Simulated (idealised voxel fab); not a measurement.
The document below concerns the process module designated voxel quadruple lines.
Square cell edge 5 nm, section width 205 nm, ID cut.
A cross-section in this document is a grid of square cells, and it is written down as bands, the top band listed before the ones below it; a band is made up of one or more rows of cells.
Read a band's entry like this: the first values are the height of its top and the height of its bottom in nm, and what follows is the sequence of materials from left to right, each with its width in nm. Note that "empty" is empty space, and that a single material marked "full width" reaches across the band from edge to edge.
Note: height 0 marks the level under which the wafer is uniformly one material as received. Lowest band unbounded below, written "top 0, no bottom".
The notation "30..40" denotes a width that varies across the rows of cells in the band, beginning at the first number in the top row, finishing at the second number in the bottom row, and changing by an identical amount from each row to the next.
Key: "no alteration" - step with no changed cell in the cross-section.
Cavities, closed: empty space of 8 cells or more with no open way to the top, each as width x height at its distance from the left edge, in nm
Heads up: the bit after the settings on a step's line is the simulator's remark on that step.
The line of a step may include "overlay nm". On a step with a mask, this value is how far to the right of its planned place the mask lay. A negative value means the mask lay to the left.
Each pair below shows a cross-section before one step and the cross-section after it, down to the lowest band that changed. The line under each pair gives the step between them, with its settings. The pairs can come from different runs of this module on the same starting wafer, so a pair continues from the pair above only where its "Pre-step profile" says so.

Pre-step profile:
- top 0, no bottom | Si full width
- Cavities, closed: none

Cross-Section After Step:
- top 5, bottom 0 | Al2O3 full width
- Everything under 0 stays put, no change at all.
- Cavities, closed: none
The transition between the preceding cross-sections is accomplished by CONFORMAL_DEP [material Al2O3] [thk nm 5]

Pre-step profile: check the pair just above; its after cross-section is our before state.

Cross-Section After Step:
- top 15, bottom 5 | W full width
- Everything under 5 stays put, no change at all.
- Cavities, closed: none
The transition between the preceding cross-sections is accomplished by DIRECTIONAL_DEP [material W] [thk nm 10]

Pre-step profile: check the pair just above; its after cross-section is our before state.

Cross-Section After Step:
- top 35, bottom 15 | polySi full width
- Everything under 15 stays put, no change at all.
- Cavities, closed: none
The transition between the preceding cross-sections is accomplished by DIRECTIONAL_DEP [material polySi] [thk nm 20]

Pre-step profile: check the pair just above; its after cross-section is our before state.

Cross-Section After Step:
- top 55, bottom 35 | aC full width
- Everything under 35 stays put, no change at all.
- Cavities, closed: none
The transition between the preceding cross-sections is accomplished by DIRECTIONAL_DEP [material aC] [thk nm 20]

Pre-step profile: check the pair just above; its after cross-section is our before state.

Cross-Section After Step:
- top 85, bottom 55 | empty 90 nm / resist 25 nm / empty 90 nm
- Everything under 55 stays put, no change at all.
- Cavities, closed: none
The transition between the preceding cross-sections is accomplished by PATTERN [tone cover] [mask id MANDREL] [material resist] [width nm 25] [thk nm 30] [overlay nm 0]

Pre-step profile: check the pair just above; its after cross-section is our before state.

Cross-Section After Step:
- top 65, bottom 55 | empty 90 nm / resist 25 nm / empty 90 nm
- top 55, bottom 35 | empty 90 nm / aC 25 nm / empty 90 nm
- Everything under 35 stays put, no change at all.
- Cavities, closed: none
The transition between the preceding cross-sections is accomplished by DIRECTIONAL_ETCH [etch materials aC] [depth nm 20]

Pre-step profile: check the pair just above; its after cross-section is our before state.

Cross-Section After Step:
- top 55, bottom 35 | empty 90 nm / aC 25 nm / empty 90 nm
- Everything under 35 stays put, no change at all.
- Cavities, closed: none
The transition between the preceding cross-sections is accomplished by STRIP [etch materials resist]

Pre-step profile: check the pair just above; its after cross-section is our before state.

Cross-Section After Step:
- top 70, bottom 55 | empty 75 nm / SiO2 55 nm / empty 75 nm
- top 55, bottom 50 | empty 75 nm / SiO2 15 nm / aC 25 nm / SiO2 15 nm / empty 75 nm
- top 50, bottom 35 | SiO2 90 nm / aC 25 nm / SiO2 90 nm
- Everything under 35 stays put, no change at all.
- Cavities, closed: none
The transition between the preceding cross-sections is accomplished by CONFORMAL_DEP [material SiO2] [thk nm 15]

Pre-step profile: check the pair just above; its after cross-section is our before state.

Cross-Section After Step:
- top 55, bottom 35 | empty 75 nm / SiO2 15 nm / aC 25 nm / SiO2 15 nm / empty 75 nm
- Everything under 35 stays put, no change at all.
- Cavities, closed: none
The transition between the preceding cross-sections is accomplished by DIRECTIONAL_ETCH [etch materials SiO2] [depth nm 15]

Pre-step profile: check the pair just above; its after cross-section is our before state.

Cross-Section After Step:
- top 55, bottom 35 | empty 75 nm / SiO2 15 nm / empty 25 nm / SiO2 15 nm / empty 75 nm
- Everything under 35 stays put, no change at all.
- Cavities, closed: none
The transition between the preceding cross-sections is accomplished by STRIP [etch materials aC]

Pre-step profile: check the pair just above; its after cross-section is our before state.

Cross-Section After Step:
- top 55, bottom 35 | empty 75 nm / SiO2 15 nm / empty 25 nm / SiO2 15 nm / empty 75 nm
- top 35, bottom 15 | empty 75 nm / polySi 15 nm / empty 25 nm / polySi 15 nm / empty 75 nm
- Everything under 15 stays put, no change at all.
- Cavities, closed: none
The transition between the preceding cross-sections is accomplished by DIRECTIONAL_ETCH [etch materials polySi] [depth nm 20]

Pre-step profile: check the pair just above; its after cross-section is our before state.

Cross-Section After Step:
- top 35, bottom 15 | empty 75 nm / polySi 15 nm / empty 25 nm / polySi 15 nm / empty 75 nm
- Everything under 15 stays put, no change at all.
- Cavities, closed: none
The transition between the preceding cross-sections is accomplished by STRIP [etch materials SiO2]

Pre-step profile: check the pair just above; its after cross-section is our before state.

Cross-Section After Step:
- top 40, bottom 35 | empty 70 nm / SiN 25 nm / empty 15 nm / SiN 25 nm / empty 70 nm
- top 35, bottom 20 | empty 70 nm / SiN 5 nm / polySi 15 nm / SiN 5 nm / empty 15 nm / SiN 5 nm / polySi 15 nm / SiN 5 nm / empty 70 nm
- top 20, bottom 15 | SiN 75 nm / polySi 15 nm / SiN 25 nm / polySi 15 nm / SiN 75 nm
- Everything under 15 stays put, no change at all.
- Cavities, closed: none
The transition between the preceding cross-sections is accomplished by CONFORMAL_DEP [material SiN] [thk nm 5]

Pre-step profile: check the pair just above; its after cross-section is our before state.

Cross-Section After Step:
- top 35, bottom 15 | empty 70 nm / SiN 5 nm / polySi 15 nm / SiN 5 nm / empty 15 nm / SiN 5 nm / polySi 15 nm / SiN 5 nm / empty 70 nm
- Everything under 15 stays put, no change at all.
- Cavities, closed: none
The transition between the preceding cross-sections is accomplished by DIRECTIONAL_ETCH [etch materials SiN] [depth nm 5]

Pre-step profile: check the pair just above; its after cross-section is our before state.

Cross-Section After Step:
- top 35, bottom 15 | empty 70 nm / SiN 5 nm / empty 15 nm / SiN 5 nm / empty 15 nm / SiN 5 nm / empty 15 nm / SiN 5 nm / empty 70 nm
- Everything under 15 stays put, no change at all.
- Cavities, closed: none
The transition between the preceding cross-sections is accomplished by STRIP [etch materials polySi]

Pre-step profile: check the pair just above; its after cross-section is our before state.

Cross-Section After Step:
- top 35, bottom 15 | empty 70 nm / SiN 5 nm / empty 15 nm / SiN 5 nm / empty 15 nm / SiN 5 nm / empty 15 nm / SiN 5 nm / empty 70 nm
- top 15, bottom 5 | empty 70 nm / W 5 nm / empty 15 nm / W 5 nm / empty 15 nm / W 5 nm / empty 15 nm / W 5 nm / empty 70 nm
- Everything under 5 stays put, no change at all.
- Cavities, closed: none
The transition between the preceding cross-sections is accomplished by DIRECTIONAL_ETCH [etch materials W] [depth nm 10]

Pre-step profile: check the pair just above; its after cross-section is our before state.

Cross-Section After Step:
- top 15, bottom 5 | empty 70 nm / W 5 nm / empty 15 nm / W 5 nm / empty 15 nm / W 5 nm / empty 15 nm / W 5 nm / empty 70 nm
- Everything under 5 stays put, no change at all.
- Cavities, closed: none
The transition between the preceding cross-sections is accomplished by STRIP [etch materials SiN]

Pre-step profile:
- top 0, no bottom | Si full width
- Cavities, closed: none

Cross-Section After Step:
- top 10, bottom 0 | W full width
- Everything under 0 stays put, no change at all.
- Cavities, closed: none
The transition between the preceding cross-sections is accomplished by DIRECTIONAL_DEP [material W] [thk nm 10]

Pre-step profile: check the pair just above; its after cross-section is our before state.

Cross-Section After Step:
- top 30, bottom 10 | polySi full width
- Everything under 10 stays put, no change at all.
- Cavities, closed: none
The transition between the preceding cross-sections is accomplished by DIRECTIONAL_DEP [material polySi] [thk nm 20]

Pre-step profile: check the pair just above; its after cross-section is our before state.

Cross-Section After Step:
- top 50, bottom 30 | aC full width
- Everything under 30 stays put, no change at all.
- Cavities, closed: none
The transition between the preceding cross-sections is accomplished by DIRECTIONAL_DEP [material aC] [thk nm 20]

Pre-step profile: check the pair just above; its after cross-section is our before state.

Cross-Section After Step:
- top 80, bottom 50 | empty 90 nm / resist 25 nm / empty 90 nm
- Everything under 50 stays put, no change at all.
- Cavities, closed: none
The transition between the preceding cross-sections is accomplished by PATTERN [tone cover] [mask id MANDREL] [material resist] [width nm 25] [thk nm 30] [overlay nm 0]

Pre-step profile: check the pair just above; its after cross-section is our before state.

Cross-Section After Step:
- top 60, bottom 50 | empty 90 nm / resist 25 nm / empty 90 nm
- top 50, bottom 30 | empty 90 nm / aC 25 nm / empty 90 nm
- Everything under 30 stays put, no change at all.
- Cavities, closed: none
The transition between the preceding cross-sections is accomplished by DIRECTIONAL_ETCH [etch materials aC] [depth nm 20]

Pre-step profile: check the pair just above; its after cross-section is our before state.

Cross-Section After Step:
- top 50, bottom 30 | empty 90 nm / aC 25 nm / empty 90 nm
- Everything under 30 stays put, no change at all.
- Cavities, closed: none
The transition between the preceding cross-sections is accomplished by STRIP [etch materials resist]

Pre-step profile: check the pair just above; its after cross-section is our before state.

Cross-Section After Step:
- top 65, bottom 50 | empty 75 nm / SiO2 55 nm / empty 75 nm
- top 50, bottom 45 | empty 75 nm / SiO2 15 nm / aC 25 nm / SiO2 15 nm / empty 75 nm
- top 45, bottom 30 | SiO2 90 nm / aC 25 nm / SiO2 90 nm
- Everything under 30 stays put, no change at all.
- Cavities, closed: none
The transition between the preceding cross-sections is accomplished by CONFORMAL_DEP [material SiO2] [thk nm 15]

Pre-step profile: check the pair just above; its after cross-section is our before state.

Cross-Section After Step:
- top 50, bottom 30 | empty 75 nm / SiO2 15 nm / aC 25 nm / SiO2 15 nm / empty 75 nm
- Everything under 30 stays put, no change at all.
- Cavities, closed: none
The transition between the preceding cross-sections is accomplished by DIRECTIONAL_ETCH [etch materials SiO2] [depth nm 15]

Pre-step profile: check the pair just above; its after cross-section is our before state.

Cross-Section After Step:
- top 50, bottom 30 | empty 75 nm / SiO2 15 nm / empty 25 nm / SiO2 15 nm / empty 75 nm
- Everything under 30 stays put, no change at all.
- Cavities, closed: none
The transition between the preceding cross-sections is accomplished by STRIP [etch materials aC]

Pre-step profile: check the pair just above; its after cross-section is our before state.

Cross-Section After Step:
- top 50, bottom 30 | empty 75 nm / SiO2 15 nm / empty 25 nm / SiO2 15 nm / empty 75 nm
- top 30, bottom 10 | empty 75 nm / polySi 15 nm / empty 25 nm / polySi 15 nm / empty 75 nm
- Everything under 10 stays put, no change at all.
- Cavities, closed: none
The transition between the preceding cross-sections is accomplished by DIRECTIONAL_ETCH [etch materials polySi] [depth nm 20]

Pre-step profile: check the pair just above; its after cross-section is our before state.

Cross-Section After Step:
- top 30, bottom 10 | empty 75 nm / polySi 15 nm / empty 25 nm / polySi 15 nm / empty 75 nm
- Everything under 10 stays put, no change at all.
- Cavities, closed: none
The transition between the preceding cross-sections is accomplished by STRIP [etch materials SiO2]

Pre-step profile: check the pair just above; its after cross-section is our before state.

Cross-Section After Step:
- top 35, bottom 30 | empty 70 nm / SiN 25 nm / empty 15 nm / SiN 25 nm / empty 70 nm
- top 30, bottom 15 | empty 70 nm / SiN 5 nm / polySi 15 nm / SiN 5 nm / empty 15 nm / SiN 5 nm / polySi 15 nm / SiN 5 nm / empty 70 nm
- top 15, bottom 10 | SiN 75 nm / polySi 15 nm / SiN 25 nm / polySi 15 nm / SiN 75 nm
- Everything under 10 stays put, no change at all.
- Cavities, closed: none
The transition between the preceding cross-sections is accomplished by CONFORMAL_DEP [material SiN] [thk nm 5]

Pre-step profile: check the pair just above; its after cross-section is our before state.

Cross-Section After Step:
- top 30, bottom 10 | empty 70 nm / SiN 5 nm / polySi 15 nm / SiN 5 nm / empty 15 nm / SiN 5 nm / polySi 15 nm / SiN 5 nm / empty 70 nm
- Everything under 10 stays put, no change at all.
- Cavities, closed: none
The transition between the preceding cross-sections is accomplished by DIRECTIONAL_ETCH [etch materials SiN] [depth nm 5]

Pre-step profile: check the pair just above; its after cross-section is our before state.

Cross-Section After Step:
- top 30, bottom 10 | empty 70 nm / SiN 5 nm / empty 15 nm / SiN 5 nm / empty 15 nm / SiN 5 nm / empty 15 nm / SiN 5 nm / empty 70 nm
- Everything under 10 stays put, no change at all.
- Cavities, closed: none
The transition between the preceding cross-sections is accomplished by STRIP [etch materials polySi]

Pre-step profile: check the pair just above; its after cross-section is our before state.

Cross-Section After Step:
- top 30, bottom 10 | empty 70 nm / SiN 5 nm / empty 15 nm / SiN 5 nm / empty 15 nm / SiN 5 nm / empty 15 nm / SiN 5 nm / empty 70 nm
- top 10, bottom 0 | empty 70 nm / W 5 nm / empty 15 nm / W 5 nm / empty 15 nm / W 5 nm / empty 15 nm / W 5 nm / empty 70 nm
- Everything under 0 stays put, no change at all.
- Cavities, closed: none
The transition between the preceding cross-sections is accomplished by DIRECTIONAL_ETCH [etch materials W] [depth nm 10]

Pre-step profile: check the pair just above; its after cross-section is our before state.

Cross-Section After Step:
- top 10, bottom 0 | empty 70 nm / W 5 nm / empty 15 nm / W 5 nm / empty 15 nm / W 5 nm / empty 15 nm / W 5 nm / empty 70 nm
- Everything under 0 stays put, no change at all.
- Cavities, closed: none
The transition between the preceding cross-sections is accomplished by STRIP [etch materials SiN]

Pre-step profile:
- top 35, bottom 15 | empty 70 nm / SiN 5 nm / polySi 15 nm / SiN 5 nm / empty 15 nm / SiN 5 nm / polySi 15 nm / SiN 5 nm / empty 70 nm
- top 15, bottom 5 | W full width
- top 5, bottom 0 | Al2O3 full width
- top 0, no bottom | Si full width
- Cavities, closed: none

Cross-Section After Step:
- top 35, bottom 30 | empty 75 nm / polySi 15 nm / empty 25 nm / polySi 15 nm / empty 75 nm
- Everything under 30 stays put, no change at all.
- Cavities, closed: none
The transition between the preceding cross-sections is accomplished by DIRECTIONAL_ETCH [etch materials SiN] [depth nm 5]

Pre-step profile: check the pair just above; its after cross-section is our before state.

Cross-Section After Step:
- top 30, bottom 15 | empty 70 nm / SiN 5 nm / empty 15 nm / SiN 5 nm / empty 15 nm / SiN 5 nm / empty 15 nm / SiN 5 nm / empty 70 nm
- Everything under 15 stays put, no change at all.
- Cavities, closed: none
The transition between the preceding cross-sections is accomplished by STRIP [etch materials polySi]

Pre-step profile: check the pair just above; its after cross-section is our before state.

Cross-Section After Step:
- top 30, bottom 15 | empty 70 nm / SiN 5 nm / empty 15 nm / SiN 5 nm / empty 15 nm / SiN 5 nm / empty 15 nm / SiN 5 nm / empty 70 nm
- top 15, bottom 5 | empty 70 nm / W 5 nm / empty 15 nm / W 5 nm / empty 15 nm / W 5 nm / empty 15 nm / W 5 nm / empty 70 nm
- Everything under 5 stays put, no change at all.
- Cavities, closed: none
The transition between the preceding cross-sections is accomplished by DIRECTIONAL_ETCH [etch materials W] [depth nm 10]

Pre-step profile: check the pair just above; its after cross-section is our before state.

Cross-Section After Step:
- top 15, bottom 5 | empty 70 nm / W 5 nm / empty 15 nm / W 5 nm / empty 15 nm / W 5 nm / empty 15 nm / W 5 nm / empty 70 nm
- Everything under 5 stays put, no change at all.
- Cavities, closed: none
The transition between the preceding cross-sections is accomplished by STRIP [etch materials SiN]

Pre-step profile:
- top 10, bottom 0 | W full width
- top 0, no bottom | Si full width
- Cavities, closed: none

Cross-Section After Step:
- top 15, bottom 10 | Al2O3 full width
- Everything under 10 stays put, no change at all.
- Cavities, closed: none
The transition between the preceding cross-sections is accomplished by CONFORMAL_DEP [material Al2O3] [thk nm 5]

Pre-step profile: check the pair just above; its after cross-section is our before state.

Cross-Section After Step:
- top 35, bottom 15 | polySi full width
- Everything under 15 stays put, no change at all.
- Cavities, closed: none
The transition between the preceding cross-sections is accomplished by DIRECTIONAL_DEP [material polySi] [thk nm 20]

Pre-step profile: check the pair just above; its after cross-section is our before state.

Cross-Section After Step:
- top 55, bottom 35 | aC full width
- Everything under 35 stays put, no change at all.
- Cavities, closed: none
The transition between the preceding cross-sections is accomplished by DIRECTIONAL_DEP [material aC] [thk nm 20]

Pre-step profile: check the pair just above; its after cross-section is our before state.

Cross-Section After Step:
- top 85, bottom 55 | empty 90 nm / resist 25 nm / empty 90 nm
- Everything under 55 stays put, no change at all.
- Cavities, closed: none
The transition between the preceding cross-sections is accomplished by PATTERN [tone cover] [mask id MANDREL] [material resist] [width nm 25] [thk nm 30] [overlay nm 0]

Pre-step profile: check the pair just above; its after cross-section is our before state.

Cross-Section After Step:
- top 65, bottom 55 | empty 90 nm / resist 25 nm / empty 90 nm
- top 55, bottom 35 | empty 90 nm / aC 25 nm / empty 90 nm
- Everything under 35 stays put, no change at all.
- Cavities, closed: none
The transition between the preceding cross-sections is accomplished by DIRECTIONAL_ETCH [etch materials aC] [depth nm 20]

Pre-step profile: check the pair just above; its after cross-section is our before state.

Cross-Section After Step:
- top 55, bottom 35 | empty 90 nm / aC 25 nm / empty 90 nm
- Everything under 35 stays put, no change at all.
- Cavities, closed: none
The transition between the preceding cross-sections is accomplished by STRIP [etch materials resist]

Pre-step profile: check the pair just above; its after cross-section is our before state.

Cross-Section After Step:
- top 70, bottom 55 | empty 75 nm / SiO2 55 nm / empty 75 nm
- top 55, bottom 50 | empty 75 nm / SiO2 15 nm / aC 25 nm / SiO2 15 nm / empty 75 nm
- top 50, bottom 35 | SiO2 90 nm / aC 25 nm / SiO2 90 nm
- Everything under 35 stays put, no change at all.
- Cavities, closed: none
The transition between the preceding cross-sections is accomplished by CONFORMAL_DEP [material SiO2] [thk nm 15]

Pre-step profile: check the pair just above; its after cross-section is our before state.

Cross-Section After Step:
- top 55, bottom 35 | empty 75 nm / SiO2 15 nm / aC 25 nm / SiO2 15 nm / empty 75 nm
- Everything under 35 stays put, no change at all.
- Cavities, closed: none
The transition between the preceding cross-sections is accomplished by DIRECTIONAL_ETCH [etch materials SiO2] [depth nm 15]

Pre-step profile: check the pair just above; its after cross-section is our before state.

Cross-Section After Step:
- top 55, bottom 35 | empty 75 nm / SiO2 15 nm / empty 25 nm / SiO2 15 nm / empty 75 nm
- Everything under 35 stays put, no change at all.
- Cavities, closed: none
The transition between the preceding cross-sections is accomplished by STRIP [etch materials aC]

Pre-step profile: check the pair just above; its after cross-section is our before state.

Cross-Section After Step:
- top 55, bottom 35 | empty 75 nm / SiO2 15 nm / empty 25 nm / SiO2 15 nm / empty 75 nm
- top 35, bottom 15 | empty 75 nm / polySi 15 nm / empty 25 nm / polySi 15 nm / empty 75 nm
- Everything under 15 stays put, no change at all.
- Cavities, closed: none
The transition between the preceding cross-sections is accomplished by DIRECTIONAL_ETCH [etch materials polySi] [depth nm 20]

Pre-step profile: check the pair just above; its after cross-section is our before state.

Cross-Section After Step:
- top 35, bottom 15 | empty 75 nm / polySi 15 nm / empty 25 nm / polySi 15 nm / empty 75 nm
- Everything under 15 stays put, no change at all.
- Cavities, closed: none
The transition between the preceding cross-sections is accomplished by STRIP [etch materials SiO2]

Pre-step profile: check the pair just above; its after cross-section is our before state.

Cross-Section After Step:
- top 40, bottom 35 | empty 70 nm / SiN 25 nm / empty 15 nm / SiN 25 nm / empty 70 nm
- top 35, bottom 20 | empty 70 nm / SiN 5 nm / polySi 15 nm / SiN 5 nm / empty 15 nm / SiN 5 nm / polySi 15 nm / SiN 5 nm / empty 70 nm
- top 20, bottom 15 | SiN 75 nm / polySi 15 nm / SiN 25 nm / polySi 15 nm / SiN 75 nm
- Everything under 15 stays put, no change at all.
- Cavities, closed: none
The transition between the preceding cross-sections is accomplished by CONFORMAL_DEP [material SiN] [thk nm 5]

Pre-step profile: check the pair just above; its after cross-section is our before state.

Cross-Section After Step:
- top 35, bottom 15 | empty 70 nm / SiN 5 nm / polySi 15 nm / SiN 5 nm / empty 15 nm / SiN 5 nm / polySi 15 nm / SiN 5 nm / empty 70 nm
- Everything under 15 stays put, no change at all.
- Cavities, closed: none
The transition between the preceding cross-sections is accomplished by DIRECTIONAL_ETCH [etch materials SiN] [depth nm 5]

Pre-step profile: check the pair just above; its after cross-section is our before state.

Cross-Section After Step:
- top 35, bottom 15 | empty 70 nm / SiN 5 nm / empty 15 nm / SiN 5 nm / empty 15 nm / SiN 5 nm / empty 15 nm / SiN 5 nm / empty 70 nm
- Everything under 15 stays put, no change at all.
- Cavities, closed: none
The transition between the preceding cross-sections is accomplished by STRIP [etch materials polySi]

Pre-step profile: check the pair just above; its after cross-section is our before state.

Cross-Section After Step:
- top 15, bottom 10 | Al2O3 full width
- Everything under 10 stays put, no change at all.
- Cavities, closed: none
The transition between the preceding cross-sections is accomplished by STRIP [etch materials SiN]

Pre-step profile:
- top 55, bottom 35 | empty 90 nm / aC 25 nm / empty 90 nm
- top 35, bottom 15 | polySi full width
- top 15, bottom 5 | W full width
- top 5, bottom 0 | Al2O3 full width
- top 0, no bottom | Si full width
- Cavities, closed: none

Cross-Section After Step:
- top 60, bottom 55 | empty 85 nm / SiO2 35 nm / empty 85 nm
- top 55, bottom 40 | empty 85 nm / SiO2 5 nm / aC 25 nm / SiO2 5 nm / empty 85 nm
- top 40, bottom 35 | SiO2 90 nm / aC 25 nm / SiO2 90 nm
- Everything under 35 stays put, no change at all.
- Cavities, closed: none
The transition between the preceding cross-sections is accomplished by CONFORMAL_DEP [material SiO2] [thk nm 5]

Pre-step profile: check the pair just above; its after cross-section is our before state.

Cross-Section After Step:
- top 55, bottom 45 | empty 90 nm / aC 25 nm / empty 90 nm
- top 45, bottom 35 | empty 85 nm / SiO2 5 nm / aC 25 nm / SiO2 5 nm / empty 85 nm
- Everything under 35 stays put, no change at all.
- Cavities, closed: none
The transition between the preceding cross-sections is accomplished by DIRECTIONAL_ETCH [etch materials SiO2] [depth nm 15]

Pre-step profile: check the pair just above; its after cross-section is our before state.

Cross-Section After Step:
- top 45, bottom 35 | empty 85 nm / SiO2 5 nm / empty 25 nm / SiO2 5 nm / empty 85 nm
- Everything under 35 stays put, no change at all.
- Cavities, closed: none
The transition between the preceding cross-sections is accomplished by STRIP [etch materials aC]

Pre-step profile: check the pair just above; its after cross-section is our before state.

Cross-Section After Step:
- top 45, bottom 35 | empty 85 nm / SiO2 5 nm / empty 25 nm / SiO2 5 nm / empty 85 nm
- top 35, bottom 15 | empty 85 nm / polySi 5 nm / empty 25 nm / polySi 5 nm / empty 85 nm
- Everything under 15 stays put, no change at all.
- Cavities, closed: none
The transition between the preceding cross-sections is accomplished by DIRECTIONAL_ETCH [etch materials polySi] [depth nm 20]

Pre-step profile: check the pair just above; its after cross-section is our before state.

Cross-Section After Step:
- top 35, bottom 15 | empty 85 nm / polySi 5 nm / empty 25 nm / polySi 5 nm / empty 85 nm
- Everything under 15 stays put, no change at all.
- Cavities, closed: none
The transition between the preceding cross-sections is accomplished by STRIP [etch materials SiO2]

Pre-step profile: check the pair just above; its after cross-section is our before state.

Cross-Section After Step:
- top 40, bottom 35 | empty 80 nm / SiN 15 nm / empty 15 nm / SiN 15 nm / empty 80 nm
- top 35, bottom 20 | empty 80 nm / SiN 5 nm / polySi 5 nm / SiN 5 nm / empty 15 nm / SiN 5 nm / polySi 5 nm / SiN 5 nm / empty 80 nm
- top 20, bottom 15 | SiN 85 nm / polySi 5 nm / SiN 25 nm / polySi 5 nm / SiN 85 nm
- Everything under 15 stays put, no change at all.
- Cavities, closed: none
The transition between the preceding cross-sections is accomplished by CONFORMAL_DEP [material SiN] [thk nm 5]

Pre-step profile: check the pair just above; its after cross-section is our before state.

Cross-Section After Step:
- top 35, bottom 15 | empty 80 nm / SiN 5 nm / polySi 5 nm / SiN 5 nm / empty 15 nm / SiN 5 nm / polySi 5 nm / SiN 5 nm / empty 80 nm
- Everything under 15 stays put, no change at all.
- Cavities, closed: none
The transition between the preceding cross-sections is accomplished by DIRECTIONAL_ETCH [etch materials SiN] [depth nm 5]

Pre-step profile: check the pair just above; its after cross-section is our before state.

Cross-Section After Step:
- top 35, bottom 15 | empty 80 nm / SiN 5 nm / empty 5 nm / SiN 5 nm / empty 15 nm / SiN 5 nm / empty 5 nm / SiN 5 nm / empty 80 nm
- Everything under 15 stays put, no change at all.
- Cavities, closed: none
The transition between the preceding cross-sections is accomplished by STRIP [etch materials polySi]

Pre-step profile: check the pair just above; its after cross-section is our before state.

Cross-Section After Step:
- top 35, bottom 15 | empty 80 nm / SiN 5 nm / empty 5 nm / SiN 5 nm / empty 15 nm / SiN 5 nm / empty 5 nm / SiN 5 nm / empty 80 nm
- top 15, bottom 5 | empty 80 nm / W 5 nm / empty 5 nm / W 5 nm / empty 15 nm / W 5 nm / empty 5 nm / W 5 nm / empty 80 nm
- Everything under 5 stays put, no change at all.
- Cavities, closed: none
The transition between the preceding cross-sections is accomplished by DIRECTIONAL_ETCH [etch materials W] [depth nm 10]

Pre-step profile: check the pair just above; its after cross-section is our before state.

Cross-Section After Step:
- top 15, bottom 5 | empty 80 nm / W 5 nm / empty 5 nm / W 5 nm / empty 15 nm / W 5 nm / empty 5 nm / W 5 nm / empty 80 nm
- Everything under 5 stays put, no change at all.
- Cavities, closed: none
The transition between the preceding cross-sections is accomplished by STRIP [etch materials SiN]

Pre-step profile:
- top 55, bottom 35 | aC full width
- top 35, bottom 15 | polySi full width
- top 15, bottom 5 | W full width
- top 5, bottom 0 | Al2O3 full width
- top 0, no bottom | Si full width
- Cavities, closed: none

Cross-Section After Step:
- top 85, bottom 55 | empty 85 nm / resist 35 nm / empty 85 nm
- Everything under 55 stays put, no change at all.
- Cavities, closed: none
The transition between the preceding cross-sections is accomplished by PATTERN [tone cover] [mask id MANDREL] [material resist] [width nm 35] [thk nm 30] [overlay nm 0]

Pre-step profile: check the pair just above; its after cross-section is our before state.

Cross-Section After Step:
- top 65, bottom 55 | empty 85 nm / resist 35 nm / empty 85 nm
- top 55, bottom 35 | empty 85 nm / aC 35 nm / empty 85 nm
- Everything under 35 stays put, no change at all.
- Cavities, closed: none
The transition between the preceding cross-sections is accomplished by DIRECTIONAL_ETCH [etch materials aC] [depth nm 20]

Pre-step profile: check the pair just above; its after cross-section is our before state.

Cross-Section After Step:
- top 55, bottom 35 | empty 85 nm / aC 35 nm / empty 85 nm
- Everything under 35 stays put, no change at all.
- Cavities, closed: none
The transition between the preceding cross-sections is accomplished by STRIP [etch materials resist]

Pre-step profile: check the pair just above; its after cross-section is our before state.

Cross-Section After Step:
- top 70, bottom 55 | empty 70 nm / SiO2 65 nm / empty 70 nm
- top 55, bottom 50 | empty 70 nm / SiO2 15 nm / aC 35 nm / SiO2 15 nm / empty 70 nm
- top 50, bottom 35 | SiO2 85 nm / aC 35 nm / SiO2 85 nm
- Everything under 35 stays put, no change at all.
- Cavities, closed: none
The transition between the preceding cross-sections is accomplished by CONFORMAL_DEP [material SiO2] [thk nm 15]

Pre-step profile: check the pair just above; its after cross-section is our before state.

Cross-Section After Step:
- top 55, bottom 35 | empty 70 nm / SiO2 15 nm / aC 35 nm / SiO2 15 nm / empty 70 nm
- Everything under 35 stays put, no change at all.
- Cavities, closed: none
The transition between the preceding cross-sections is accomplished by DIRECTIONAL_ETCH [etch materials SiO2] [depth nm 15]

Pre-step profile: check the pair just above; its after cross-section is our before state.

Cross-Section After Step:
- top 55, bottom 35 | empty 70 nm / SiO2 15 nm / empty 35 nm / SiO2 15 nm / empty 70 nm
- Everything under 35 stays put, no change at all.
- Cavities, closed: none
The transition between the preceding cross-sections is accomplished by STRIP [etch materials aC]

Pre-step profile: check the pair just above; its after cross-section is our before state.

Cross-Section After Step:
- top 55, bottom 35 | empty 70 nm / SiO2 15 nm / empty 35 nm / SiO2 15 nm / empty 70 nm
- top 35, bottom 15 | empty 70 nm / polySi 15 nm / empty 35 nm / polySi 15 nm / empty 70 nm
- Everything under 15 stays put, no change at all.
- Cavities, closed: none
The transition between the preceding cross-sections is accomplished by DIRECTIONAL_ETCH [etch materials polySi] [depth nm 20]

Pre-step profile: check the pair just above; its after cross-section is our before state.

Cross-Section After Step:
- top 35, bottom 15 | empty 70 nm / polySi 15 nm / empty 35 nm / polySi 15 nm / empty 70 nm
- Everything under 15 stays put, no change at all.
- Cavities, closed: none
The transition between the preceding cross-sections is accomplished by STRIP [etch materials SiO2]

Pre-step profile: check the pair just above; its after cross-section is our before state.

Cross-Section After Step:
- top 40, bottom 35 | empty 65 nm / SiN 25 nm / empty 25 nm / SiN 25 nm / empty 65 nm
- top 35, bottom 20 | empty 65 nm / SiN 5 nm / polySi 15 nm / SiN 5 nm / empty 25 nm / SiN 5 nm / polySi 15 nm / SiN 5 nm / empty 65 nm
- top 20, bottom 15 | SiN 70 nm / polySi 15 nm / SiN 35 nm / polySi 15 nm / SiN 70 nm
- Everything under 15 stays put, no change at all.
- Cavities, closed: none
The transition between the preceding cross-sections is accomplished by CONFORMAL_DEP [material SiN] [thk nm 5]

Pre-step profile: check the pair just above; its after cross-section is our before state.

Cross-Section After Step:
- top 35, bottom 15 | empty 65 nm / SiN 5 nm / polySi 15 nm / SiN 5 nm / empty 25 nm / SiN 5 nm / polySi 15 nm / SiN 5 nm / empty 65 nm
- Everything under 15 stays put, no change at all.
- Cavities, closed: none
The transition between the preceding cross-sections is accomplished by DIRECTIONAL_ETCH [etch materials SiN] [depth nm 5]

Pre-step profile: check the pair just above; its after cross-section is our before state.

Cross-Section After Step:
- top 35, bottom 15 | empty 65 nm / SiN 5 nm / empty 15 nm / SiN 5 nm / empty 25 nm / SiN 5 nm / empty 15 nm / SiN 5 nm / empty 65 nm
- Everything under 15 stays put, no change at all.
- Cavities, closed: none
The transition between the preceding cross-sections is accomplished by STRIP [etch materials polySi]
